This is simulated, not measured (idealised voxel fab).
The name of this process module is voxel gate over fins.
We display cut, a cross-section 220 nm in width whose square cells are each 5 nm.
Cross-section layout: square cells on a grid; listed as bands, top to bottom; a band spans one or more cell rows.
Band entry format. Leading values: height of top, height of bottom, nm. Remainder: materials in left-to-right order, each with its width in nm. Special words: "edge to edge" on a single material, which then fills the band edge to edge; "air", empty space.
Heights are reckoned from 0. Under this level, the received wafer is all of one material. The bottommost band is open-ended downward, for example "z 0 and below".
Width: "30->40" (first number = top row, second number = bottom row, same change from row to row of cells).
"no change" (step): cross-section cells unchanged, all of them.
"Catalogued sealed voids" - sealed voids, min. 8 cells, no opening to top; format: width x height at distance (distance from left edge; nm throughout).
Step line, after settings: the simulator's comment on this step.
Each step line may optionally specify "overlay nm", which for a step with a mask gives the rightward distance between the mask's planned place and where it lay, a negative value indicating the leftward direction.

So here's the lineup of process steps we planned
- 1: RECEIVE (material Si)
- 2: CONFORMAL_DEP (material SiN; thk nm 10)
- 3: PATTERN (tone cover; mask id FINS; material resist; width nm 15; pitch nm 50; thk nm 15; overlay nm 0)
- 4: DIRECTIONAL_ETCH (etch materials SiN; depth nm 10)
- 5: DIRECTIONAL_ETCH (etch materials Si; depth nm 35)
- 6: STRIP (etch materials resist)
- 7: OXIDIZE (depth nm 5)
- 8: FILL_DEP (material SiO2; thk nm 10)
- 9: CMP (height nm 10)
- 10: PATTERN (tone open; mask id RAIL; material resist; width nm 15; thk nm 20; overlay nm 0)
- 11: DIRECTIONAL_ETCH (etch materials SiO2; depth nm 40)
- 12: STRIP (etch materials resist)
- 13: CONFORMAL_DEP (material TiN; thk nm 5)
- 14: FILL_DEP (material W; thk nm 5)
- 15: CMP (height nm 10)
- 16: SELECTIVE_ETCH (etch materials W Ru TiN; depth nm 30)
- 17: FILL_DEP (material SiO2; thk nm 5)
- 18: CMP (height nm 10)
- 19: SELECTIVE_ETCH (etch materials SiO2; depth nm 25)
- 20: STRIP (etch materials SiN)
- 21: CONFORMAL_DEP (material HfO2; thk nm 5)
- 22: CONFORMAL_DEP (material TiN; thk nm 5)
- 23: FILL_DEP (material W; thk nm 15)
- 24: CMP (height nm 20)
- 25: CONFORMAL_DEP (material SiCN; thk nm 10)

Here's what the wafer looked like in cross-section when it arrived - that's after step 1
> z 0 and below = Si edge to edge
> Catalogued sealed voids: none

Cross-sectional image of the first of two wafers at the end of the module, the run having proceeded as planned
> z 30 to 20 = SiCN edge to edge
> z 20 to 10 = W edge to edge
> z 10 to 5 = 20 W  25 TiN  25 W  25 TiN  25 W  25 TiN  25 W  25 TiN  25 W
> z 5 to 0 = 20 W  5 TiN  15 HfO2  5 TiN  25 W  5 TiN  15 HfO2  5 TiN  25 W  5 TiN  15 HfO2  5 TiN  25 W  5 TiN  15 HfO2  5 TiN  25 W
> z 0 to -5 = 20 W  5 TiN  5 HfO2  5 Si  5 HfO2  5 TiN  25 W  5 TiN  5 HfO2  5 Si  5 HfO2  5 TiN  25 W  5 TiN  5 HfO2  5 Si  5 HfO2  5 TiN  25 W  5 TiN  5 HfO2  5 Si  5 HfO2  5 TiN  25 W
> z -5 to -10 = 25 TiN  5 HfO2  5 Si  5 HfO2  35 TiN  5 HfO2  5 Si  5 HfO2  35 TiN  5 HfO2  5 Si  5 HfO2  35 TiN  5 HfO2  5 Si  5 HfO2  30 TiN
> z -10 to -15 = 30 HfO2  5 Si  45 HfO2  5 Si  45 HfO2  5 Si  45 HfO2  5 Si  35 HfO2
> z -15 to -20 = 30 SiO2  5 Si  45 SiO2  5 Si  45 SiO2  5 Si  45 SiO2  5 Si  35 SiO2
> z -20 to -25 = 30 SiO2  5 Si  15 SiO2  5 TiN  5 W  5 TiN  15 SiO2  5 Si  45 SiO2  5 Si  45 SiO2  5 Si  35 SiO2
> z -25 to -30 = 30 SiO2  5 Si  15 SiO2  15 TiN  15 SiO2  5 Si  45 SiO2  5 Si  45 SiO2  5 Si  35 SiO2
> z -30 to -40 = 30 SiO2  5 Si  45 SiO2  5 Si  45 SiO2  5 Si  45 SiO2  5 Si  35 SiO2
> z -40 and below = Si edge to edge
> Catalogued sealed voids: none

Second of two wafers, module complete, sectioned: it shares the first wafer's start and plan but was run with one mistake
> z 30 to 20 = SiCN edge to edge
> z 20 to 5 = W edge to edge
> z 5 to 0 = 25 W  15 TiN  35 W  15 TiN  35 W  15 TiN  35 W  15 TiN  30 W
> z 0 to -10 = 25 W  5 TiN  5 Si  5 TiN  35 W  5 TiN  5 Si  5 TiN  35 W  5 TiN  5 Si  5 TiN  35 W  5 TiN  5 Si  5 TiN  30 W
> z -10 to -15 = 30 TiN  5 Si  45 TiN  5 Si  45 TiN  5 Si  45 TiN  5 Si  35 TiN
> z -15 to -20 = 30 SiO2  5 Si  45 SiO2  5 Si  45 SiO2  5 Si  45 SiO2  5 Si  35 SiO2
> z -20 to -25 = 30 SiO2  5 Si  15 SiO2  5 TiN  5 W  5 TiN  15 SiO2  5 Si  45 SiO2  5 Si  45 SiO2  5 Si  35 SiO2
> z -25 to -30 = 30 SiO2  5 Si  15 SiO2  15 TiN  15 SiO2  5 Si  45 SiO2  5 Si  45 SiO2  5 Si  35 SiO2
> z -30 to -40 = 30 SiO2  5 Si  45 SiO2  5 Si  45 SiO2  5 Si  45 SiO2  5 Si  35 SiO2
> z -40 and below = Si edge to edge
> Catalogued sealed voids: none
What was done differently from what was planned? step 21 in the plan did not get run; it was skipped
Once processing is complete, comparing cell counts shows that the second wafer has more or fewer of certain materials than the first: 68 fewer of HfO2 | 68 more of W
